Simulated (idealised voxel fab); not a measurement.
process module | voxel wiring stack
cross-section cut | 235 nm wide | cells 5 nm
A cross-section is a grid of square cells, given in bands from the top down. A band is one or more rows of cells.
Each band's line starts with the height of the band's top and of its bottom, in nm. Then come its materials from left to right, each with its width in nm. One material with "throughout" fills the band from edge to edge. "air" is empty space.
Height 0 is the level under which the wafer as received is all one material. The lowest band goes on downwards, as in "0 down".
A width such as "30 to 40" changes by the same amount from each row of cells to the next, from the band's top row to its bottom row.
"no change" after a step means that no cell of the cross-section changed.
closed voids: empty space of 8 cells or more with no open way to the top, each as width x height at its distance from the left edge, in nm
after a step's settings: what the simulator itself notes on the step
overlay nm, on a step with a mask: how far to the right of its planned place the mask lay; to the left if negative
plan
1 op RECEIVE | material Si
2 op CONFORMAL_DEP | material SiO2 | thk nm 10
3 op DIRECTIONAL_DEP | material TiN | thk nm 5
4 op DIRECTIONAL_DEP | material W | thk nm 15
5 op PATTERN | tone cover | mask id METAL_1 | material resist | width nm 25 | pitch nm 45 | thk nm 20 | overlay nm 0
6 op DIRECTIONAL_ETCH | etch materials W | depth nm 15
7 op DIRECTIONAL_ETCH | etch materials TiN | depth nm 5
8 op STRIP | etch materials resist
9 op CONFORMAL_DEP | material SiCN | thk nm 5
10 op FILL_DEP | material SiO2 | thk nm 5
11 op CMP | height nm 30
12 op CONFORMAL_DEP | material SiCN | thk nm 5
13 op DIRECTIONAL_DEP | material lowk | thk nm 15
14 op PATTERN | tone open | mask id PLUG_1 | material resist | width nm 15 | thk nm 20 | overlay nm 0
15 op DIRECTIONAL_ETCH | etch materials lowk | depth nm 15
16 op DIRECTIONAL_ETCH | etch materials SiCN | depth nm 5
17 op STRIP | etch materials resist
18 op EPI | material Ru | thk nm 10
19 op EPI | material Ru | thk nm 10
20 op CONFORMAL_DEP | material SiN | thk nm 5
21 op DIRECTIONAL_DEP | material SiO2 | thk nm 25
22 op PATTERN | tone open | mask id METAL_2 | material resist | width nm 25 | pitch nm 45 | thk nm 20 | overlay nm 0
23 op DIRECTIONAL_ETCH | etch materials SiO2 | depth nm 25
24 op DIRECTIONAL_ETCH | etch materials SiN | depth nm 5
25 op STRIP | etch materials resist
26 op CONFORMAL_DEP | material TiN | thk nm 5
27 op FILL_DEP | material Cu | thk nm 10
28 op CMP | height nm 80
29 op CONFORMAL_DEP | material SiCN | thk nm 5
30 op DIRECTIONAL_DEP | material lowk | thk nm 10
31 op PATTERN | tone open | mask id PLUG_2 | material resist | width nm 15 | pitch nm 45 | thk nm 20 | overlay nm 0
32 op DIRECTIONAL_ETCH | etch materials lowk | depth nm 10
33 op DIRECTIONAL_ETCH | etch materials SiCN | depth nm 5
34 op STRIP | etch materials resist
35 op EPI | material Ru | thk nm 10
36 op EPI | material Ru | thk nm 5
37 op DIRECTIONAL_DEP | material TiN | thk nm 5
38 op DIRECTIONAL_DEP | material Ru | thk nm 15
39 op DIRECTIONAL_DEP | material aC | thk nm 10
40 op PATTERN | tone cover | mask id METAL_3 | material resist | width nm 25 | pitch nm 45 | thk nm 25 | overlay nm 0
41 op DIRECTIONAL_ETCH | etch materials aC | depth nm 10
42 op STRIP | etch materials resist
43 op DIRECTIONAL_ETCH | etch materials Ru | depth nm 15
44 op DIRECTIONAL_ETCH | etch materials TiN | depth nm 5
45 op STRIP | etch materials aC
46 op CONFORMAL_DEP | material SiN | thk nm 5
47 op FILL_DEP | material lowk | thk nm 10
48 op CMP | height nm 115
49 op CONFORMAL_DEP | material SiCN | thk nm 5
50 op DIRECTIONAL_DEP | material SiO2 | thk nm 25
51 op DIRECTIONAL_DEP | material aC | thk nm 10
52 op PATTERN | tone open | mask id METAL_4_HOLES | material resist | width nm 15 | pitch nm 45 | thk nm 25 | overlay nm 0
53 op DIRECTIONAL_ETCH | etch materials aC | depth nm 10
54 op STRIP | etch materials resist
55 op DIRECTIONAL_ETCH | etch materials SiO2 | depth nm 25
56 op STRIP | etch materials aC
57 op MASKED_ETCH | tone open | mask id METAL_4 | width nm 25 | pitch nm 45 | etch materials SiO2 | depth nm 15 | overlay nm 0
58 op MASKED_ETCH | tone open | mask id METAL_4 | width nm 25 | pitch nm 45 | etch materials SiCN | depth nm 5 | overlay nm 0
59 op CONFORMAL_DEP | material TiN | thk nm 5
60 op FILL_DEP | material Cu | thk nm 5
61 op CMP | height nm 145
62 op CONFORMAL_DEP | material SiN | thk nm 5
as received, after step 1
  0 down: Si throughout
  closed voids: none
a wafer at the end: this start, this plan, one mistake
  150 to 145: SiN throughout
  145 to 135: SiO2 80 | TiN 5 | Cu 15 | TiN 5 | SiO2 20 | TiN 5 | Cu 15 | TiN 5 | SiO2 85
  135 to 130: SiO2 80 | TiN 5 | Cu 5 | TiN 15 | SiO2 20 | TiN 5 | Cu 5 | TiN 15 | SiO2 85
  130 to 120: SiO2 80 | TiN 5 | Cu 5 | TiN 5 | SiO2 30 | TiN 5 | Cu 5 | TiN 5 | SiO2 95
  120 to 115: SiCN 80 | TiN 15 | SiCN 30 | TiN 15 | SiCN 95
  115 to 110: lowk 75 | SiN 20 | Ru 10 | SiN 5 | lowk 10 | SiN 20 | Ru 10 | SiN 5 | lowk 80
  110 to 100: lowk 75 | SiN 5 | Ru 25 | SiN 5 | lowk 10 | SiN 5 | Ru 25 | SiN 5 | lowk 80
  100 to 95: SiN 80 | Ru 15 | TiN 10 | SiN 20 | Ru 15 | TiN 10 | SiN 85
  95 to 90: lowk 80 | TiN 15 | lowk 30 | TiN 15 | lowk 95
  90 to 85: lowk throughout
  85 to 80: SiCN throughout
  80 to 55: SiO2 80 | TiN 5 | Cu 15 | TiN 5 | SiO2 20 | TiN 5 | Cu 15 | TiN 5 | SiO2 85
  55 to 50: SiN 80 | TiN 25 | SiN 20 | TiN 25 | SiN 85
  50 to 35: lowk 80 | Ru 15 | lowk 140
  35 to 30: SiCN 80 | Ru 15 | SiCN 140
  30 to 15: SiO2 75 | SiCN 5 | W 25 | SiCN 5 | SiO2 10 | SiCN 5 | W 25 | SiCN 5 | SiO2 80
  15 to 10: SiCN 80 | TiN 25 | SiCN 20 | TiN 25 | SiCN 85
  10 to 0: SiO2 throughout
  0 down: Si throughout
  closed voids: none
what went wrong: step 32 ran as: op DIRECTIONAL_ETCH | etch materials lowk | depth nm 5
